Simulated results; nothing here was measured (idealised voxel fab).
Process module, titled voxel capacitor over wiring
It is cross-section cut that appears here, measuring 180 nm in width, its square cells being 5 nm in size.
This document writes a cross-section as a grid whose cells are square, and gives it as bands, listed from the top down; one or more rows of cells form a band. Within each band entry, the heights of the top and of the bottom of the band appear first, in that order and in nm; the materials of the band then follow from left to right, each with its corresponding width in nm. The designation "edge to edge" on a single material indicates that it fills the band from edge to edge; the designation "air" indicates empty space. Below 0: as-received wafer, all one material; heights counted from there. Lowest band: no bottom, goes on down, written "z 0 and below". Note: "30->40" means the width goes from the first number (top row of the band) to the second number (bottom row) in equal steps per row of cells. What does "nothing changed" mean for a step? It means no cell of the cross-section changed in that step. Under "Unvented cavities" you'll find the enclosed gaps, the ones with no way out to the top, that are 8 cells or bigger; each reads width x height at distance, with distance counted from the left edge, everything in nm. after a step's settings: what the simulator itself notes on the step. overlay nm: mask right of planned place by this much (step with mask). Neg. = left.

THE STEPS PLANNED FOR THE PROCESS ARE AS FOLLOWS
1) RECEIVE, material Si
2) CONFORMAL_DEP, material SiO2, thk nm 10
3) CONFORMAL_DEP, material SiCN, thk nm 5
4) DIRECTIONAL_DEP, material lowk, thk nm 20
5) MASKED_ETCH, tone open, mask id METAL_1, width nm 25, pitch nm 95, etch materials lowk, depth nm 20, overlay nm 0
6) MASKED_ETCH, tone open, mask id METAL_1, width nm 25, pitch nm 95, etch materials SiCN, depth nm 5, overlay nm 0
7) CONFORMAL_DEP, material TiN, thk nm 5
8) FILL_DEP, material Cu, thk nm 5
9) CMP, height nm 35
10) CONFORMAL_DEP, material SiCN, thk nm 5
11) DIRECTIONAL_DEP, material SiO2, thk nm 20
12) MASKED_ETCH, tone open, mask id PLUG_1, width nm 15, etch materials SiO2, depth nm 20, overlay nm 0
13) MASKED_ETCH, tone open, mask id PLUG_1, width nm 15, etch materials SiCN, depth nm 5, overlay nm 0
14) CONFORMAL_DEP, material TiN, thk nm 5
15) FILL_DEP, material W, thk nm 10
16) CMP, height nm 60
17) DIRECTIONAL_DEP, material TiN, thk nm 10
18) DIRECTIONAL_DEP, material SiN, thk nm 5
19) DIRECTIONAL_DEP, material TiN, thk nm 5
20) DIRECTIONAL_DEP, material aC, thk nm 15
21) PATTERN, tone cover, mask id UPPER_PLATE, material resist, width nm 75, thk nm 30, overlay nm 0
22) DIRECTIONAL_ETCH, etch materials aC, depth nm 15
23) STRIP, etch materials resist
24) DIRECTIONAL_ETCH, etch materials TiN, depth nm 5
25) DIRECTIONAL_ETCH, etch materials SiN, depth nm 5
26) STRIP, etch materials aC
27) PATTERN, tone cover, mask id LOWER_PLATE, material resist, width nm 85, thk nm 15, overlay nm 0
28) DIRECTIONAL_ETCH, etch materials TiN, depth nm 10
29) STRIP, etch materials resist
30) FILL_DEP, material SiO2, thk nm 15
31) CMP, height nm 90
32) DIRECTIONAL_DEP, material aC, thk nm 15
33) PATTERN, tone open, mask id PLUG_2, material resist, width nm 15, thk nm 35, overlay nm 0
34) DIRECTIONAL_ETCH, etch materials aC, depth nm 15
35) STRIP, etch materials resist
36) DIRECTIONAL_ETCH, etch materials SiO2, depth nm 10
37) STRIP, etch materials aC
38) CONFORMAL_DEP, material TiN, thk nm 5
39) FILL_DEP, material W, thk nm 10
40) CMP, height nm 90
41) CONFORMAL_DEP, material SiCN, thk nm 5

FIRST WAFER, AS PLANNED

THIS IS THE CROSS-SECTION OF THE WAFER AS WE RECEIVED IT, I.E. AFTER STEP 1
  z 0 and below | Si edge to edge
  Unvented cavities: none

PRESENTED HERE IS A CROSS-SECTION OF THE WAFER AFTER STEP 2 HAS BEEN PERFORMED
  z 10 to 0 | SiO2 edge to edge
  Below a height of 0, the structure has not been altered.

PRESENTED HERE IS A CROSS-SECTION OF THE WAFER AFTER STEP 3 HAS BEEN PERFORMED
  z 15 to 10 | SiCN edge to edge
  Below a height of 10, the structure has not been altered.

PRESENTED HERE IS A CROSS-SECTION OF THE WAFER AFTER STEP 4 HAS BEEN PERFORMED
  z 35 to 15 | lowk edge to edge
  Below a height of 15, the structure has not been altered.

PRESENTED HERE IS A CROSS-SECTION OF THE WAFER AFTER STEP 5 HAS BEEN PERFORMED
  z 35 to 15 | 30 of lowk  25 of air  70 of lowk  25 of air  30 of lowk
  Below a height of 15, the structure has not been altered.

PRESENTED HERE IS A CROSS-SECTION OF THE WAFER AFTER STEP 6 HAS BEEN PERFORMED
  z 35 to 15 | 30 of lowk  25 of air  70 of lowk  25 of air  30 of lowk
  z 15 to 10 | 30 of SiCN  25 of air  70 of SiCN  25 of air  30 of SiCN
  Below a height of 10, the structure has not been altered.

PRESENTED HERE IS A CROSS-SECTION OF THE WAFER AFTER STEP 7 HAS BEEN PERFORMED
  z 40 to 35 | 35 of TiN  15 of air  80 of TiN  15 of air  35 of TiN
  z 35 to 15 | 30 of lowk  5 of TiN  15 of air  5 of TiN  70 of lowk  5 of TiN  15 of air  5 of TiN  30 of lowk
  z 15 to 10 | 30 of SiCN  25 of TiN  70 of SiCN  25 of TiN  30 of SiCN
  Below a height of 10, the structure has not been altered.

PRESENTED HERE IS A CROSS-SECTION OF THE WAFER AFTER STEP 8 HAS BEEN PERFORMED
  z 45 to 40 | Cu edge to edge
  z 40 to 35 | 35 of TiN  15 of Cu  80 of TiN  15 of Cu  35 of TiN
  z 35 to 15 | 30 of lowk  5 of TiN  15 of Cu  5 of TiN  70 of lowk  5 of TiN  15 of Cu  5 of TiN  30 of lowk
  Below a height of 15, the structure has not been altered.

PRESENTED HERE IS A CROSS-SECTION OF THE WAFER AFTER STEP 9 HAS BEEN PERFORMED
  z 35 to 15 | 30 of lowk  5 of TiN  15 of Cu  5 of TiN  70 of lowk  5 of TiN  15 of Cu  5 of TiN  30 of lowk
  Below a height of 15, the structure has not been altered.

PRESENTED HERE IS A CROSS-SECTION OF THE WAFER AFTER STEP 10 HAS BEEN PERFORMED
  z 40 to 35 | SiCN edge to edge
  Below a height of 35, the structure has not been altered.

PRESENTED HERE IS A CROSS-SECTION OF THE WAFER AFTER STEP 11 HAS BEEN PERFORMED
  z 60 to 40 | SiO2 edge to edge
  Below a height of 40, the structure has not been altered.

PRESENTED HERE IS A CROSS-SECTION OF THE WAFER AFTER STEP 12 HAS BEEN PERFORMED
  z 60 to 40 | 40 of SiO2  15 of air  125 of SiO2
  Below a height of 40, the structure has not been altered.

PRESENTED HERE IS A CROSS-SECTION OF THE WAFER AFTER STEP 13 HAS BEEN PERFORMED
  z 60 to 40 | 40 of SiO2  15 of air  125 of SiO2
  z 40 to 35 | 40 of SiCN  15 of air  125 of SiCN
  Below a height of 35, the structure has not been altered.

PRESENTED HERE IS A CROSS-SECTION OF THE WAFER AFTER STEP 14 HAS BEEN PERFORMED
  z 65 to 60 | 45 of TiN  5 of air  130 of TiN
  z 60 to 40 | 40 of SiO2  5 of TiN  5 of air  5 of TiN  125 of SiO2
  z 40 to 35 | 40 of SiCN  15 of TiN  125 of SiCN
  Below a height of 35, the structure has not been altered.

PRESENTED HERE IS A CROSS-SECTION OF THE WAFER AFTER STEP 15 HAS BEEN PERFORMED
  z 75 to 65 | W edge to edge
  z 65 to 60 | 45 of TiN  5 of W  130 of TiN
  z 60 to 40 | 40 of SiO2  5 of TiN  5 of W  5 of TiN  125 of SiO2
  Below a height of 40, the structure has not been altered.

PRESENTED HERE IS A CROSS-SECTION OF THE WAFER AFTER STEP 16 HAS BEEN PERFORMED
  z 60 to 40 | 40 of SiO2  5 of TiN  5 of W  5 of TiN  125 of SiO2
  Below a height of 40, the structure has not been altered.

PRESENTED HERE IS A CROSS-SECTION OF THE WAFER AFTER STEP 17 HAS BEEN PERFORMED
  z 70 to 60 | TiN edge to edge
  Below a height of 60, the structure has not been altered.

PRESENTED HERE IS A CROSS-SECTION OF THE WAFER AFTER STEP 18 HAS BEEN PERFORMED
  z 75 to 70 | SiN edge to edge
  Below a height of 70, the structure has not been altered.

PRESENTED HERE IS A CROSS-SECTION OF THE WAFER AFTER STEP 19 HAS BEEN PERFORMED
  z 80 to 75 | TiN edge to edge
  Below a height of 75, the structure has not been altered.

PRESENTED HERE IS A CROSS-SECTION OF THE WAFER AFTER STEP 20 HAS BEEN PERFORMED
  z 95 to 80 | aC edge to edge
  Below a height of 80, the structure has not been altered.

PRESENTED HERE IS A CROSS-SECTION OF THE WAFER AFTER STEP 21 HAS BEEN PERFORMED
  z 125 to 95 | 40 of air  75 of resist  65 of air
  Below a height of 95, the structure has not been altered.

PRESENTED HERE IS A CROSS-SECTION OF THE WAFER AFTER STEP 22 HAS BEEN PERFORMED
  z 110 to 95 | 40 of air  75 of resist  65 of air
  z 95 to 80 | 40 of air  75 of aC  65 of air
  Below a height of 80, the structure has not been altered.

PRESENTED HERE IS A CROSS-SECTION OF THE WAFER AFTER STEP 23 HAS BEEN PERFORMED
  z 95 to 80 | 40 of air  75 of aC  65 of air
  Below a height of 80, the structure has not been altered.

PRESENTED HERE IS A CROSS-SECTION OF THE WAFER AFTER STEP 24 HAS BEEN PERFORMED
  z 95 to 80 | 40 of air  75 of aC  65 of air
  z 80 to 75 | 40 of air  75 of TiN  65 of air
  Below a height of 75, the structure has not been altered.

PRESENTED HERE IS A CROSS-SECTION OF THE WAFER AFTER STEP 25 HAS BEEN PERFORMED
  z 95 to 80 | 40 of air  75 of aC  65 of air
  z 80 to 75 | 40 of air  75 of TiN  65 of air
  z 75 to 70 | 40 of air  75 of SiN  65 of air
  Below a height of 70, the structure has not been altered.

PRESENTED HERE IS A CROSS-SECTION OF THE WAFER AFTER STEP 26 HAS BEEN PERFORMED
  z 80 to 75 | 40 of air  75 of TiN  65 of air
  Below a height of 75, the structure has not been altered.

PRESENTED HERE IS A CROSS-SECTION OF THE WAFER AFTER STEP 27 HAS BEEN PERFORMED
  z 95 to 80 | 35 of air  85 of resist  60 of air
  z 80 to 75 | 35 of air  5 of resist  75 of TiN  5 of resist  60 of air
  z 75 to 70 | 35 of air  5 of resist  75 of SiN  5 of resist  60 of air
  Below a height of 70, the structure has not been altered.

PRESENTED HERE IS A CROSS-SECTION OF THE WAFER AFTER STEP 28 HAS BEEN PERFORMED
  z 95 to 80 | 35 of air  85 of resist  60 of air
  z 80 to 75 | 35 of air  5 of resist  75 of TiN  5 of resist  60 of air
  z 75 to 70 | 35 of air  5 of resist  75 of SiN  5 of resist  60 of air
  z 70 to 60 | 35 of air  85 of TiN  60 of air
  Below a height of 60, the structure has not been altered.

PRESENTED HERE IS A CROSS-SECTION OF THE WAFER AFTER STEP 29 HAS BEEN PERFORMED
  z 80 to 75 | 40 of air  75 of TiN  65 of air
  z 75 to 70 | 40 of air  75 of SiN  65 of air
  Below a height of 70, the structure has not been altered.

PRESENTED HERE IS A CROSS-SECTION OF THE WAFER AFTER STEP 30 HAS BEEN PERFORMED
  z 95 to 80 | SiO2 edge to edge
  z 80 to 75 | 40 of SiO2  75 of TiN  65 of SiO2
  z 75 to 70 | 40 of SiO2  75 of SiN  65 of SiO2
  z 70 to 60 | 35 of SiO2  85 of TiN  60 of SiO2
  Below a height of 60, the structure has not been altered.

PRESENTED HERE IS A CROSS-SECTION OF THE WAFER AFTER STEP 31 HAS BEEN PERFORMED
  z 90 to 80 | SiO2 edge to edge
  Below a height of 80, the structure has not been altered.

PRESENTED HERE IS A CROSS-SECTION OF THE WAFER AFTER STEP 32 HAS BEEN PERFORMED
  z 105 to 90 | aC edge to edge
  Below a height of 90, the structure has not been altered.

PRESENTED HERE IS A CROSS-SECTION OF THE WAFER AFTER STEP 33 HAS BEEN PERFORMED
  z 140 to 105 | 50 of resist  15 of air  115 of resist
  Below a height of 105, the structure has not been altered.

PRESENTED HERE IS A CROSS-SECTION OF THE WAFER AFTER STEP 34 HAS BEEN PERFORMED
  z 125 to 105 | 50 of resist  15 of air  115 of resist
  z 105 to 90 | 50 of aC  15 of air  115 of aC
  Below a height of 90, the structure has not been altered.

PRESENTED HERE IS A CROSS-SECTION OF THE WAFER AFTER STEP 35 HAS BEEN PERFORMED
  z 105 to 90 | 50 of aC  15 of air  115 of aC
  Below a height of 90, the structure has not been altered.

PRESENTED HERE IS A CROSS-SECTION OF THE WAFER AFTER STEP 36 HAS BEEN PERFORMED
  z 105 to 90 | 50 of aC  15 of air  115 of aC
  z 90 to 80 | 50 of SiO2  15 of air  115 of SiO2
  Below a height of 80, the structure has not been altered.

PRESENTED HERE IS A CROSS-SECTION OF THE WAFER AFTER STEP 37 HAS BEEN PERFORMED
  z 90 to 80 | 50 of SiO2  15 of air  115 of SiO2
  Below a height of 80, the structure has not been altered.

PRESENTED HERE IS A CROSS-SECTION OF THE WAFER AFTER STEP 38 HAS BEEN PERFORMED
  z 95 to 90 | 55 of TiN  5 of air  120 of TiN
  z 90 to 85 | 50 of SiO2  5 of TiN  5 of air  5 of TiN  115 of SiO2
  z 85 to 75 | 50->40 of SiO2  15->75 of TiN  115->65 of SiO2
  Below a height of 75, the structure has not been altered.

PRESENTED HERE IS A CROSS-SECTION OF THE WAFER AFTER STEP 39 HAS BEEN PERFORMED
  z 105 to 95 | W edge to edge
  z 95 to 90 | 55 of TiN  5 of W  120 of TiN
  z 90 to 85 | 50 of SiO2  5 of TiN  5 of W  5 of TiN  115 of SiO2
  Below a height of 85, the structure has not been altered.

PRESENTED HERE IS A CROSS-SECTION OF THE WAFER AFTER STEP 40 HAS BEEN PERFORMED
  z 90 to 85 | 50 of SiO2  5 of TiN  5 of W  5 of TiN  115 of SiO2
  Below a height of 85, the structure has not been altered.

PRESENTED HERE IS A CROSS-SECTION OF THE WAFER AFTER STEP 41 HAS BEEN PERFORMED
  z 95 to 90 | SiCN edge to edge
  Below a height of 90, the structure has not been altered.

SECOND WAFER, SAME STARTING CONDITIONS AND RECIPE AS THE FIRST, ONE MISTAKE IN EXECUTING IT, NOTHING DIFFERS FROM THE FIRST UP TO AND INCLUDING STEP 40

CROSS-SECTION OF THE SECOND WAFER AT THE TIME STEP 41 OF THE PLAN SHOULD HAVE ENDED
  z 95 to 90 | lowk edge to edge
  Below a height of 90, the structure has not been altered.
Heads up, the wafer didn't run the way we planned it: for step 41, the planned setting was not used; the step was instead run as CONFORMAL_DEP, material lowk, thk nm 5
Final comparison by cell count, materials where the second wafer has more or fewer than the first: SiCN: 36 fewer | lowk: 36 more
